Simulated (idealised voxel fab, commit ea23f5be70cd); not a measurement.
This is a process module. Its name is voxel ribs on slabs.
Shown is cross-section cut, with a width of 250 nm and square cells of size 5 nm.
Reading order for cross-sections: top band down to bottom band. Underlying form: a grid of square cells. Band size: one or more rows of cells. Read a band's entry like this: the first values are the height of its top and the height of its bottom in nm, and what follows is the sequence of materials from left to right, each with its width in nm. Note that "air" is empty space, and that a single material marked "full width" reaches across the band from edge to edge. It should be noted that heights are counted from 0, beneath which the wafer as supplied is of one material throughout, and that the lowest band possesses no lower boundary but continues downward, as written in "0 -> down". With a width like "30->40", each row of cells in the band differs from the next by the same amount, the top row carrying the first number and the bottom row the second. When a step is marked "nothing got changed", none of the cells in the cross-section changed during that step. What "Unvented cavities" gives you is every empty space of 8 cells or more that is cut off from the top. Each appears as width x height at distance, with the distance taken from the left edge and width, height and distance all in nm. The remark found on a step's line after its settings is issued by the simulator itself and pertains to that step. The "overlay nm" setting may appear on a step's line; for a step that uses a mask, it gives how far to the right of its planned position the mask lay, and a negative value indicates the left.
PROCESS STEPS - PLAN
| 1 | RECEIVE, material Si |
| 2 | DIRECTIONAL_DEP, material SiO2, thk nm 20 |
| 3 | DIRECTIONAL_DEP, material SiN, thk nm 20 |
| 4 | PATTERN, tone cover, mask id RIB, material resist, width nm 25, thk nm 20, overlay nm 0 |
| 5 | DIRECTIONAL_ETCH, etch materials SiN, depth nm 10 |
| 6 | STRIP, etch materials resist |
| 7 | PATTERN, tone cover, mask id SLAB, material resist, width nm 55, thk nm 15, overlay nm 0 |
| 8 | DIRECTIONAL_ETCH, etch materials SiN, depth nm 10 |
| 9 | STRIP, etch materials resist |
| 10 | FILL_DEP, material SiO2, thk nm 15 |
| 11 | CMP, height nm 50 |
| 12 | DIRECTIONAL_DEP, material TiN, thk nm 10 |
| 13 | MASKED_ETCH, tone cover, mask id HEATER, width nm 35, etch materials TiN, depth nm 10, overlay nm 0 |
| 14 | CONFORMAL_DEP, material SiN, thk nm 10 |
AS RECEIVED (POST STEP 1): CROSS-SECTION
> 0 -> down  Si full width
> Unvented cavities: none
FIRST OF TWO WAFERS, END-OF-MODULE SECTION, RUN FOLLOWED PLAN
> 70 -> 60  95 of air / 55 of SiN / 100 of air
> 60 -> 50  105 of SiN / 35 of TiN / 110 of SiN
> 50 -> 40  SiO2 full width
> 40 -> 30  110 of SiO2 / 25 of SiN / 115 of SiO2
> 30 -> 20  95 of SiO2 / 55 of SiN / 100 of SiO2
> 20 -> 0  SiO2 full width
> 0 -> down  Si full width
> Unvented cavities: none
THIS CROSS-SECTION BELONGS TO THE SECOND WAFER OF TWO AT THE END OF THE MODULE; THE START AND THE PLAN WERE SHARED WITH THE FIRST, AND THE RUN INCLUDED ONE MISTAKE
> 60 -> 50  105 of air / 35 of TiN / 110 of air
> 50 -> 40  SiO2 full width
> 40 -> 30  110 of SiO2 / 25 of SiN / 115 of SiO2
> 30 -> 20  95 of SiO2 / 55 of SiN / 100 of SiO2
> 20 -> 0  SiO2 full width
> 0 -> down  Si full width
> Unvented cavities: none
Finding, execution versus plan: with respect to the plan, step 14 was omitted and not executed
It is noted that, at the conclusion of processing, the second wafer exhibits a higher or lower cell count for certain materials relative to the first: SiN -108
